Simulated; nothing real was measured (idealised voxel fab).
A process module follows: voxel ribs on slabs.
In the cross-section labelled cut, the width is 230 nm and each square cell is 5 nm.
We lay out every cross-section as a grid of square cells and spell it out in bands from the top down, where one band means one or more rows of cells.
Each band's line starts with the height of the band's top and of its bottom, in nm. Then come its materials from left to right, each with its width in nm. One material with "everywhere" fills the band from edge to edge. "blank" is empty space.
Height 0 is the level under which the wafer as received is all one material. The lowest band goes on downwards, as in "top 0, no bottom".
The expression "30..40" gives the width at the extremes of the band, the first number at its top row of cells and the second at its bottom row, with the width changing by equal amounts from each row to the next in between.
"no modification" -> step changed no cross-section cell.
"Internal closed voids" enumerates empty spaces isolated from the top, with no open way to it, that contain at least 8 cells, giving each as width x height at distance from the left edge, all three in nm.
Whatever follows a step's settings on its line is a remark the simulator itself makes about that step.
Among the settings permitted on a step's line is "overlay nm"; applied to a step with a mask, it specifies the extent to which the mask lay to the right of its planned position, whereas a negative figure signifies a position to the left.
-- Planned step list for the process
1. RECEIVE, material Si
2. DIRECTIONAL_DEP, material SiO2, thk nm 20
3. DIRECTIONAL_DEP, material polySi, thk nm 25
4. MASKED_ETCH, tone cover, mask id RIB, width nm 20, etch materials polySi, depth nm 20, overlay nm -15
5. DIRECTIONAL_DEP, material aC, thk nm 15
6. PATTERN, tone cover, mask id SLAB, material resist, width nm 70, thk nm 35, overlay nm 0
7. DIRECTIONAL_ETCH, etch materials aC, depth nm 15
8. STRIP, etch materials resist
9. DIRECTIONAL_ETCH, etch materials polySi, depth nm 5
10. STRIP, etch materials aC
11. FILL_DEP, material SiO2, thk nm 20
12. CMP, height nm 55
13. DIRECTIONAL_DEP, material W, thk nm 10
14. DIRECTIONAL_DEP, material aC, thk nm 10
15. PATTERN, tone cover, mask id HEATER, material resist, width nm 30, thk nm 30, overlay nm 0
16. DIRECTIONAL_ETCH, etch materials aC, depth nm 10
17. STRIP, etch materials resist
18. DIRECTIONAL_ETCH, etch materials W, depth nm 10
19. STRIP, etch materials aC
20. CONFORMAL_DEP, material SiO2, thk nm 5
Among the wafers covered here, the point of difference is the overlay nm at step 4; their starting state is shared, and the plan presents the value of the first wafer.
-- The first of several wafers as received, shown in cross-section; this is its state after step 1
	top 0, no bottom = Si everywhere
	Internal closed voids: none
-- Cross-section of the first of several wafers, taken after step 20, where the module ends
	top 70, bottom 65 = blank (95), then SiO2 (40), then blank (95)
	top 65, bottom 60 = blank (95), then SiO2 (5), then W (30), then SiO2 (5), then blank (95)
	top 60, bottom 55 = SiO2 (100), then W (30), then SiO2 (100)
	top 55, bottom 45 = SiO2 everywhere
	top 45, bottom 25 = SiO2 (90), then polySi (20), then SiO2 (120)
	top 25, bottom 20 = SiO2 (80), then polySi (70), then SiO2 (80)
	top 20, bottom 0 = SiO2 everywhere
	top 0, no bottom = Si everywhere
	Internal closed voids: none
-- The final wafer, sectioned at module end
	top 70, bottom 65 = blank (95), then SiO2 (40), then blank (95)
	top 65, bottom 60 = blank (95), then SiO2 (5), then W (30), then SiO2 (5), then blank (95)
	top 60, bottom 55 = SiO2 (100), then W (30), then SiO2 (100)
	top 55, bottom 45 = SiO2 everywhere
	top 45, bottom 25 = SiO2 (120), then polySi (20), then SiO2 (90)
	top 25, bottom 20 = SiO2 (80), then polySi (70), then SiO2 (80)
	top 20, bottom 0 = SiO2 everywhere
	top 0, no bottom = Si everywhere
	Internal closed voids: none
-- Table: wafers, a row each; end-of-module cell change per material since receipt, gain (+), loss (-); then closed voids
overlay nm -15; +526 SiO2; +12 W; +30 polySi; Internal closed voids: none
overlay nm -10; +526 SiO2; +12 W; +30 polySi; Internal closed voids: none
overlay nm -5; +526 SiO2; +12 W; +30 polySi; Internal closed voids: none
overlay nm 0; +526 SiO2; +12 W; +30 polySi; Internal closed voids: none
overlay nm 5; +526 SiO2; +12 W; +30 polySi; Internal closed voids: none
overlay nm 10; +526 SiO2; +12 W; +30 polySi; Internal closed voids: none
overlay nm 15; +526 SiO2; +12 W; +30 polySi; Internal closed voids: none
